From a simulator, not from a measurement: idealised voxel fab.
process module | voxel capacitor over wiring
cross-section cut | 155 nm wide | cells 5 nm
A cross-section is a grid of square cells, given in bands from the top down. A band is one or more rows of cells.
Each band's line starts with the height of the band's top and of its bottom, in nm. Then come its materials from left to right, each with its width in nm. One material with "throughout" fills the band from edge to edge. "air" is empty space.
Height 0 is the level under which the wafer as received is all one material. The lowest band goes on downwards, as in "0 down".
A width such as "30 to 40" changes by the same amount from each row of cells to the next, from the band's top row to its bottom row.
"no change" after a step means that no cell of the cross-section changed.
closed voids: empty space of 8 cells or more with no open way to the top, each as width x height at its distance from the left edge, in nm
after a step's settings: what the simulator itself notes on the step
overlay nm, on a step with a mask: how far to the right of its planned place the mask lay; to the left if negative
plan
1 op RECEIVE | material Si
2 op CONFORMAL_DEP | material SiO2 | thk nm 10
3 op CONFORMAL_DEP | material SiN | thk nm 5
4 op DIRECTIONAL_DEP | material SiO2 | thk nm 25
5 op DIRECTIONAL_DEP | material aC | thk nm 15
6 op PATTERN | tone open | mask id METAL_1 | material resist | width nm 20 | pitch nm 85 | thk nm 30 | overlay nm -10
7 op DIRECTIONAL_ETCH | etch materials aC | depth nm 15
8 op STRIP | etch materials resist
9 op DIRECTIONAL_ETCH | etch materials SiO2 | depth nm 25
10 op DIRECTIONAL_ETCH | etch materials SiN | depth nm 5
11 op STRIP | etch materials aC
12 op CONFORMAL_DEP | material TiN | thk nm 5
13 op FILL_DEP | material Cu | thk nm 5
14 op CMP | height nm 40
15 op CONFORMAL_DEP | material SiCN | thk nm 5
16 op DIRECTIONAL_DEP | material SiO2 | thk nm 15
17 op DIRECTIONAL_DEP | material aC | thk nm 15
18 op PATTERN | tone open | mask id PLUG_1 | material resist | width nm 15 | thk nm 30 | overlay nm 0
19 op DIRECTIONAL_ETCH | etch materials aC | depth nm 15
20 op STRIP | etch materials resist
21 op DIRECTIONAL_ETCH | etch materials SiO2 | depth nm 15
22 op DIRECTIONAL_ETCH | etch materials SiCN | depth nm 5
23 op STRIP | etch materials aC
24 op EPI | material Ru | thk nm 10
25 op EPI | material Ru | thk nm 10
26 op DIRECTIONAL_DEP | material TiN | thk nm 10
27 op DIRECTIONAL_DEP | material SiN | thk nm 5
28 op DIRECTIONAL_DEP | material TiN | thk nm 5
29 op PATTERN | tone cover | mask id UPPER_PLATE | material resist | width nm 70 | thk nm 15 | overlay nm 0
30 op DIRECTIONAL_ETCH | etch materials TiN | depth nm 5
31 op DIRECTIONAL_ETCH | etch materials SiN | depth nm 5
32 op STRIP | etch materials resist
33 op MASKED_ETCH | tone cover | mask id LOWER_PLATE | width nm 80 | etch materials TiN | depth nm 10 | overlay nm 0
34 op FILL_DEP | material SiO2 | thk nm 15
35 op CMP | height nm 90
36 op MASKED_ETCH | tone open | mask id PLUG_2 | width nm 15 | etch materials SiO2 | depth nm 10 | overlay nm 0
37 op CONFORMAL_DEP | material TiN | thk nm 5
38 op FILL_DEP | material Ru | thk nm 10
39 op CMP | height nm 90
40 op CONFORMAL_DEP | material SiCN | thk nm 5
varied across the wafers: overlay nm of step 6. The plan shows the first wafer's value. All wafers start alike
first wafer as received, after step 1
  0 down: Si throughout
  closed voids: none
first wafer at the end, after step 40
  95 to 90: SiCN throughout
  90 to 85: SiO2 40 | TiN 5 | Ru 5 | TiN 5 | SiO2 100
  85 to 75: SiO2 40 to 30 | TiN 15 to 70 | SiO2 100 to 55
  75 to 70: SiO2 30 | SiN 70 | SiO2 55
  70 to 60: SiO2 25 | TiN 80 | SiO2 50
  60 to 45: SiO2 30 | Ru 15 | SiO2 110
  45 to 40: SiCN 30 | Ru 15 | SiCN 110
  40 to 15: SiO2 15 | TiN 5 | Cu 10 | TiN 5 | SiO2 65 | TiN 5 | Cu 10 | TiN 5 | SiO2 35
  15 to 10: SiN 15 | TiN 20 | SiN 65 | TiN 20 | SiN 35
  10 to 0: SiO2 throughout
  0 down: Si throughout
  closed voids: none
last wafer at the end
  95 to 90: SiCN throughout
  90 to 85: SiO2 40 | TiN 5 | Ru 5 | TiN 5 | SiO2 100
  85 to 75: SiO2 40 to 30 | TiN 15 to 70 | SiO2 100 to 55
  75 to 70: SiO2 30 | SiN 70 | SiO2 55
  70 to 60: SiO2 25 | TiN 80 | SiO2 50
  60 to 45: SiO2 30 | Ru 15 | SiO2 110
  45 to 40: SiCN 30 | Ru 15 | SiCN 110
  40 to 15: SiO2 35 | TiN 5 | Cu 10 | TiN 5 | SiO2 65 | TiN 5 | Cu 10 | TiN 5 | SiO2 15
  15 to 10: SiN 35 | TiN 20 | SiN 65 | TiN 20 | SiN 15
  10 to 0: SiO2 throughout
  0 down: Si throughout
  closed voids: none
each wafer at the end: cells of each material gained (+) or lost (-) since it was received, then its closed voids
overlay nm -10 | +20 Cu | +13 Ru | +59 SiCN | +37 SiN | +381 SiO2 | +79 TiN | closed voids: none
overlay nm -5 | +20 Cu | +13 Ru | +59 SiCN | +37 SiN | +381 SiO2 | +79 TiN | closed voids: none
overlay nm 0 | +20 Cu | +13 Ru | +59 SiCN | +37 SiN | +381 SiO2 | +79 TiN | closed voids: none
overlay nm 5 | +20 Cu | +13 Ru | +59 SiCN | +37 SiN | +381 SiO2 | +79 TiN | closed voids: none
overlay nm 10 | +20 Cu | +13 Ru | +59 SiCN | +37 SiN | +381 SiO2 | +79 TiN | closed voids: none
